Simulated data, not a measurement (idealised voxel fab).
The name of this process module is voxel transistor to metal.
Shown is cross-section cut, with a width of 190 nm and square cells of size 5 nm.
Cross-section format: a grid of square cells, given as bands from top to bottom; each band is one or more rows of cells.
For a band, the entry starts with two heights in nm, that of the top and then that of the bottom, and carries on with the band's materials in order from left to right, each alongside its width in nm; the word "throughout" beside a single material means it fills the band edge to edge, and "blank" means empty space.
Convention: height 0 is the level below which the wafer, as received, is all one material. The lowest band does not terminate at the bottom but continues downward, represented as "0 nm and below".
So if you see something like "30 to 40" for the width, read it as the top row of the band sitting at the first number and the bottom row at the second, with every row in between moving by the same amount as the last.
"same as before" -> step changed no cross-section cell.
In the "Closed empty spaces" entry, you get each enclosed empty space of 8 cells or more, one with no open way to the top, written width x height at distance, distance from the left edge, in nm.
On a step's line, text after the settings is the simulator commenting on that step.
overlay nm: right-of-plan distance of the mask on a masked step; negative values mean left-of-plan.

[The following list gives the planned process steps]
1: RECEIVE (material Si)
2: CONFORMAL_DEP (material SiO2; thk nm 5)
3: CONFORMAL_DEP (material SiN; thk nm 15)
4: MASKED_ETCH (tone cover; mask id ACTIVE; width nm 115; etch materials SiN; depth nm 15; overlay nm 0)
5: MASKED_ETCH (tone cover; mask id ACTIVE; width nm 115; etch materials SiO2; depth nm 5; overlay nm 0)
6: MASKED_ETCH (tone cover; mask id ACTIVE; width nm 115; etch materials Si; depth nm 30; overlay nm 0)
7: OXIDIZE (depth nm 5)
8: FILL_DEP (material SiO2; thk nm 10)
9: CMP (height nm 20)
10: SELECTIVE_ETCH (etch materials SiO2; depth nm 15)
11: STRIP (etch materials SiN)
12: SELECTIVE_ETCH (etch materials SiO2; depth nm 5)
13: OXIDIZE (depth nm 5)
14: DIRECTIONAL_DEP (material polySi; thk nm 25)
15: DIRECTIONAL_DEP (material SiCN; thk nm 10)
16: PATTERN (tone cover; mask id GATE; material resist; width nm 25; thk nm 20; overlay nm 0)
17: DIRECTIONAL_ETCH (etch materials SiCN; depth nm 20)
18: DIRECTIONAL_ETCH (etch materials polySi; depth nm 35)
19: STRIP (etch materials resist)
20: CONFORMAL_DEP (material SiO2; thk nm 5)
21: DIRECTIONAL_ETCH (etch materials SiO2; depth nm 5)
22: CONFORMAL_DEP (material SiN; thk nm 5)
23: DIRECTIONAL_ETCH (etch materials SiN; depth nm 5)
24: DIRECTIONAL_ETCH (etch materials SiO2; depth nm 5)
25: EPI (material pSi; thk nm 5)
26: FILL_DEP (material SiO2; thk nm 10)
27: CMP (height nm 35)
28: DIRECTIONAL_DEP (material SiO2; thk nm 10)
29: MASKED_ETCH (tone open; mask id CONTACT; width nm 15; pitch nm 80; etch materials SiO2; depth nm 45; overlay nm 0)
30: CONFORMAL_DEP (material TiN; thk nm 5)
31: FILL_DEP (material Ru; thk nm 5)
32: CMP (height nm 45)
33: DIRECTIONAL_DEP (material TiN; thk nm 5)
34: DIRECTIONAL_DEP (material W; thk nm 25)
35: MASKED_ETCH (tone cover; mask id METAL_1; width nm 15; pitch nm 80; etch materials W; depth nm 25; overlay nm 0)
36: MASKED_ETCH (tone cover; mask id METAL_1; width nm 15; pitch nm 80; etch materials TiN; depth nm 5; overlay nm 0)
37: CONFORMAL_DEP (material SiCN; thk nm 5)
38: FILL_DEP (material SiO2; thk nm 5)
39: CMP (height nm 75)
40: CONFORMAL_DEP (material SiN; thk nm 5)

[Cross-section of the wafer as it came to us, i.e., already through step 1]
> 0 nm and below  Si throughout
> Closed empty spaces: none

[Cross-section at module end, one run error; start and plan unchanged from above]
> 80 nm to 75 nm  SiN throughout
> 75 nm to 70 nm  SiCN=45 | TiN=15 | SiCN=65 | TiN=15 | SiCN=50
> 70 nm to 45 nm  W throughout
> 45 nm to 35 nm  SiO2=45 | TiN=5 | Ru=5 | TiN=5 | SiO2=65 | TiN=5 | Ru=5 | TiN=5 | SiO2=50
> 35 nm to 25 nm  SiO2=45 | TiN=5 | Ru=5 | TiN=5 | SiO2=10 | SiN=5 | SiO2=5 | SiCN=25 | SiO2=5 | SiN=5 | SiO2=10 | TiN=5 | Ru=5 | TiN=5 | SiO2=50
> 25 nm to 5 nm  SiO2=45 | TiN=5 | Ru=5 | TiN=5 | SiO2=10 | SiN=5 | SiO2=5 | polySi=25 | SiO2=5 | SiN=5 | SiO2=10 | TiN=5 | Ru=5 | TiN=5 | SiO2=50
> 5 nm to 0 nm  SiO2=45 | TiN=15 | SiO2=10 | SiN=5 | SiO2=5 | polySi=25 | SiO2=5 | SiN=5 | SiO2=10 | TiN=15 | SiO2=50
> 0 nm to -5 nm  SiO2=35 | pSi=35 | SiO2=45 | pSi=35 | SiO2=40
> -5 nm to -35 nm  SiO2=40 | Si=105 | SiO2=45
> -35 nm and below  Si throughout
> Closed empty spaces: none
The plan and the run diverged here: swap of plan steps 33 and 34 during execution
